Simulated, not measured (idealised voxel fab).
process module | voxel air gaps
cross-section cut | 200 nm wide | cells 5 nm
A cross-section is a grid of square cells, given in bands from the top down. A band is one or more rows of cells.
Each band's line starts with the height of the band's top and of its bottom, in nm. Then come its materials from left to right, each with its width in nm. One material with "throughout" fills the band from edge to edge. "air" is empty space.
Height 0 is the level under which the wafer as received is all one material. The lowest band goes on downwards, as in "0 down".
A width such as "30 to 40" changes by the same amount from each row of cells to the next, from the band's top row to its bottom row.
"no change" after a step means that no cell of the cross-section changed.
closed voids: empty space of 8 cells or more with no open way to the top, each as width x height at its distance from the left edge, in nm
after a step's settings: what the simulator itself notes on the step
overlay nm, on a step with a mask: how far to the right of its planned place the mask lay; to the left if negative
plan
1 op RECEIVE | material Si
2 op CONFORMAL_DEP | material SiO2 | thk nm 15
3 op CONFORMAL_DEP | material SiN | thk nm 5
4 op DIRECTIONAL_DEP | material SiO2 | thk nm 35
5 op DIRECTIONAL_DEP | material aC | thk nm 15
6 op PATTERN | tone open | mask id LINES | material resist | width nm 15 | pitch nm 40 | thk nm 35 | overlay nm 0
7 op DIRECTIONAL_ETCH | etch materials aC | depth nm 15
8 op STRIP | etch materials resist
9 op DIRECTIONAL_ETCH | etch materials SiO2 | depth nm 35
10 op STRIP | etch materials aC
11 op CONFORMAL_DEP | material TiN | thk nm 5
12 op FILL_DEP | material W | thk nm 5
13 op CMP | height nm 55
14 op EPI | material Ru | thk nm 10
15 op SELECTIVE_ETCH | etch materials SiO2 | depth nm 45
16 op CONFORMAL_DEP | material SiCN | thk nm 5
as received, after step 1
  0 down: Si throughout
  closed voids: none
a wafer at the end: this start, this plan, one mistake
  70 to 65: air 30 | SiCN 135 | air 35
  65 to 55: air 30 | SiCN 5 | Ru 125 | SiCN 5 | air 35
  55 to 50: air 30 | SiCN 15 | TiN 5 | W 15 | TiN 5 | SiO2 15 | TiN 5 | W 15 | TiN 5 | SiO2 15 | TiN 5 | W 15 | TiN 5 | SiCN 15 | air 35
  50 to 25: air 40 | SiCN 5 | TiN 5 | W 15 | TiN 5 | SiO2 15 | TiN 5 | W 15 | TiN 5 | SiO2 15 | TiN 5 | W 15 | TiN 5 | SiCN 5 | air 45
  25 to 20: SiCN 45 | TiN 25 | SiO2 15 | TiN 25 | SiO2 15 | TiN 25 | SiCN 50
  20 to 15: SiN throughout
  15 to 0: SiO2 throughout
  0 down: Si throughout
  closed voids: none
what went wrong: step 6 ran as: op PATTERN | tone open | mask id LINES | material resist | width nm 25 | pitch nm 40 | thk nm 35 | overlay nm 0
